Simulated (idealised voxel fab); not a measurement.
A process module follows: voxel self aligned contacts.
For reference, the cross-section in this document is cut, with width 235 nm and square cells of 5 nm.
Cross-section, as written here: a square-cell grid given band by band from the top down, where a band holds one or more rows of cells.
Top, bottom (nm), then materials left to right with widths (nm); lone material tagged "everywhere" fills the whole band edge to edge; "blank" = empty space.
The level at which height equals 0 is the one under which the wafer, as it arrives, is entirely one material. No lower edge exists for the bottom band, which continues downward and is notated as in "top 0, no bottom".
Quick explanation for "30->40": the width changes in equal steps down the rows of cells, from the first number in the band's top row to the second number in its bottom row.
Basically "changes: none" means that step didn't change any cell in the cross-section.
"Sealed void inventory" - sealed voids, min. 8 cells, no opening to top; format: width x height at distance (distance from left edge; nm throughout).
On each step's line, the part that comes after the settings is the simulator's own comment on the step.
"overlay nm" denotes, for a step that has a mask, the displacement of the mask to the right of its planned place, with negative values corresponding to the left.
Plan
| 1 | op RECEIVE | material Si |
| 2 | op CONFORMAL_DEP | material SiO2 | thk nm 5 |
| 3 | op DIRECTIONAL_DEP | material polySi | thk nm 25 |
| 4 | op DIRECTIONAL_DEP | material SiN | thk nm 20 |
| 5 | op DIRECTIONAL_DEP | material aC | thk nm 5 |
| 6 | op PATTERN | tone cover | mask id GATE | material resist | width nm 35 | pitch nm 60 | thk nm 30 | overlay nm 0 |
| 7 | op DIRECTIONAL_ETCH | etch materials aC | depth nm 10 |
| 8 | op STRIP | etch materials resist |
| 9 | op DIRECTIONAL_ETCH | etch materials SiN | depth nm 20 |
| 10 | op DIRECTIONAL_ETCH | etch materials polySi | depth nm 25 |
| 11 | op STRIP | etch materials aC |
| 12 | op CONFORMAL_DEP | material SiN | thk nm 5 |
| 13 | op DIRECTIONAL_ETCH | etch materials SiN | depth nm 5 |
| 14 | op FILL_DEP | material SiO2 | thk nm 15 |
| 15 | op CMP | height nm 55 |
| 16 | op DIRECTIONAL_DEP | material aC | thk nm 15 |
| 17 | op PATTERN | tone open | mask id CONTACT | material resist | width nm 45 | pitch nm 60 | thk nm 35 | overlay nm 0 |
| 18 | op DIRECTIONAL_ETCH | etch materials aC | depth nm 15 |
| 19 | op STRIP | etch materials resist |
| 20 | op DIRECTIONAL_ETCH | etch materials SiO2 | depth nm 55 |
| 21 | op STRIP | etch materials aC |
| 22 | op CONFORMAL_DEP | material TiN | thk nm 5 |
| 23 | op FILL_DEP | material W | thk nm 10 |
| 24 | op CMP | height nm 55 |
| 25 | op CONFORMAL_DEP | material SiN | thk nm 5 |
The wafers are alike at the start. At step 5, their thk nm differs. The plan lists the first wafer's value.
The first of several wafers as received, shown in cross-section; this is its state after step 1
* top 0, no bottom = Si everywhere
* Sealed void inventory: none
The cross-section of the first of several wafers is given below for the end of the module, after its final step, step 25
* top 60, bottom 55 = SiN everywhere
* top 55, bottom 50 = SiO2 (65) / TiN (20) / W (5) / TiN (20) / SiO2 (15) / TiN (20) / W (5) / TiN (20) / SiO2 (65)
* top 50, bottom 30 = SiO2 (35) / SiN (45) / TiN (5) / W (5) / TiN (5) / SiN (45) / TiN (5) / W (5) / TiN (5) / SiN (45) / SiO2 (35)
* top 30, bottom 5 = SiO2 (35) / SiN (5) / polySi (35) / SiN (5) / TiN (5) / W (5) / TiN (5) / SiN (5) / polySi (35) / SiN (5) / TiN (5) / W (5) / TiN (5) / SiN (5) / polySi (35) / SiN (5) / SiO2 (35)
* top 5, bottom 0 = SiO2 (80) / TiN (15) / SiO2 (45) / TiN (15) / SiO2 (80)
* top 0, no bottom = Si everywhere
* Sealed void inventory: none
Cross-section of the final wafer among several, taken at the end of the module
* top 60, bottom 55 = SiN everywhere
* top 55, bottom 50 = SiO2 (65) / TiN (45) / SiO2 (15) / TiN (45) / SiO2 (65)
* top 50, bottom 30 = SiN everywhere
* top 30, bottom 5 = polySi everywhere
* top 5, bottom 0 = SiO2 everywhere
* top 0, no bottom = Si everywhere
* Sealed void inventory: none
Each wafer at the end: cells of each material gained (+) or lost (-) since it was received, then its closed voids
thk nm 5, +185 SiN, +196 SiO2, +58 TiN, +20 W, +105 polySi, Sealed void inventory: none
thk nm 10, +185 SiN, +196 SiO2, +58 TiN, +20 W, +105 polySi, Sealed void inventory: none
thk nm 15, +235 SiN, +76 SiO2, +18 TiN, +235 polySi, Sealed void inventory: none
thk nm 20, +235 SiN, +76 SiO2, +18 TiN, +235 polySi, Sealed void inventory: none
thk nm 25, +235 SiN, +76 SiO2, +18 TiN, +235 polySi, Sealed void inventory: none
